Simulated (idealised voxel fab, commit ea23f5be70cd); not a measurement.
Name of the process module below: voxel capacitor over wiring
Section shown: cut. Width: 245 nm. Cell size: 5 nm, square.
How to read a cross-section here: the picture is a grid of square cells, written as bands going from the top down, and any band can span one or more rows of cells. Top height, bottom height, nm. Materials left to right, width each, nm. Single material + "edge to edge" = fills band edge to edge. "empty" = empty. The reference from which all heights are counted is 0, the level beneath which the as-received wafer is entirely one material; the lowest band, having no lower bound, proceeds downward and is written after the example "0..down". Think of "30->40" as a width that walks from the first number to the second as you go down the band, top row to bottom row, taking equal-sized steps from row to row. A step reported as "nothing changed" is a step in which no cell of the cross-section changed. "Encapsulated voids" - sealed voids, min. 8 cells, no opening to top; format: width x height at distance (distance from left edge; nm throughout). Formally, on a step line, whatever follows the settings is a remark that the simulator itself makes on the step. overlay nm: for a step with a mask, the amount by which the mask lay right of where it was planned; a negative amount means left of it.

Intended process steps:
1,RECEIVE: material Si
2,CONFORMAL_DEP: material SiO2, thk nm 15
3,CONFORMAL_DEP: material SiN, thk nm 5
4,DIRECTIONAL_DEP: material lowk, thk nm 25
5,PATTERN: tone open, mask id METAL_1, material resist, width nm 20, pitch nm 75, thk nm 20, overlay nm 0
6,DIRECTIONAL_ETCH: etch materials lowk, depth nm 25
7,DIRECTIONAL_ETCH: etch materials SiN, depth nm 5
8,STRIP: etch materials resist
9,CONFORMAL_DEP: material TiN, thk nm 5
10,FILL_DEP: material Cu, thk nm 5
11,CMP: height nm 45
12,CONFORMAL_DEP: material SiCN, thk nm 5
13,DIRECTIONAL_DEP: material lowk, thk nm 10
14,PATTERN: tone open, mask id PLUG_1, material resist, width nm 15, thk nm 20, overlay nm 0
15,DIRECTIONAL_ETCH: etch materials lowk, depth nm 10
16,DIRECTIONAL_ETCH: etch materials SiCN, depth nm 5
17,STRIP: etch materials resist
18,CONFORMAL_DEP: material TiN, thk nm 5
19,FILL_DEP: material Cu, thk nm 5
20,CMP: height nm 60
21,DIRECTIONAL_DEP: material TiN, thk nm 10
22,DIRECTIONAL_DEP: material HfO2, thk nm 5
23,DIRECTIONAL_DEP: material TiN, thk nm 10
24,MASKED_ETCH: tone cover, mask id UPPER_PLATE, width nm 60, etch materials TiN, depth nm 10, overlay nm 0
25,MASKED_ETCH: tone cover, mask id UPPER_PLATE, width nm 60, etch materials HfO2, depth nm 5, overlay nm 0
26,MASKED_ETCH: tone cover, mask id LOWER_PLATE, width nm 70, etch materials TiN, depth nm 10, overlay nm 0
27,FILL_DEP: material SiO2, thk nm 15
28,CMP: height nm 95
29,MASKED_ETCH: tone open, mask id PLUG_2, width nm 15, etch materials SiO2, depth nm 10, overlay nm 0
30,CONFORMAL_DEP: material TiN, thk nm 5
31,FILL_DEP: material Cu, thk nm 10
32,CMP: height nm 95
33,CONFORMAL_DEP: material SiCN, thk nm 5

The cross-section here shows the wafer as received, i.e. in its state after step 1:
    0..down: Si edge to edge
    Encapsulated voids: none

first wafer at the end, as planned:
    100..95: SiCN edge to edge
    95..90: SiO2 (90); TiN (5); Cu (5); TiN (5); SiO2 (140)
    90..85: SiO2 (90); TiN (15); SiO2 (140)
    85..75: SiO2 (80); TiN (60); SiO2 (105)
    75..70: SiO2 (80); HfO2 (60); SiO2 (105)
    70..60: SiO2 (75); TiN (70); SiO2 (100)
    60..50: lowk (80); TiN (5); Cu (5); TiN (5); lowk (150)
    50..45: SiCN (80); TiN (15); SiCN (150)
    45..20: lowk (75); TiN (5); Cu (10); TiN (5); lowk (55); TiN (5); Cu (10); TiN (5); lowk (75)
    20..15: SiN (75); TiN (20); SiN (55); TiN (20); SiN (75)
    15..0: SiO2 edge to edge
    0..down: Si edge to edge
    Encapsulated voids: none

Wafer two, end of module, cross-section. Same start, same plan as wafer one. One mistake in the run:
    100..95: SiCN edge to edge
    95..90: SiO2 (90); TiN (5); Cu (10); TiN (5); SiO2 (135)
    90..85: SiO2 (90); TiN (20); SiO2 (135)
    85..75: SiO2 (80); TiN (60); SiO2 (105)
    75..70: SiO2 (80); HfO2 (60); SiO2 (105)
    70..60: SiO2 (75); TiN (70); SiO2 (100)
    60..50: lowk (80); TiN (5); Cu (5); TiN (5); lowk (150)
    50..45: SiCN (80); TiN (15); SiCN (150)
    45..20: lowk (75); TiN (5); Cu (10); TiN (5); lowk (55); TiN (5); Cu (10); TiN (5); lowk (75)
    20..15: SiN (75); TiN (20); SiN (55); TiN (20); SiN (75)
    15..0: SiO2 edge to edge
    0..down: Si edge to edge
    Encapsulated voids: none
Deviation from plan: step 29 ran as: MASKED_ETCH: tone open, mask id PLUG_2, width nm 20, etch materials SiO2, depth nm 10, overlay nm 0
The final cell counts differ between the wafers, with the second having more or fewer of some materials than the first: 1 more of Cu, 2 fewer of SiO2, 1 more of TiN
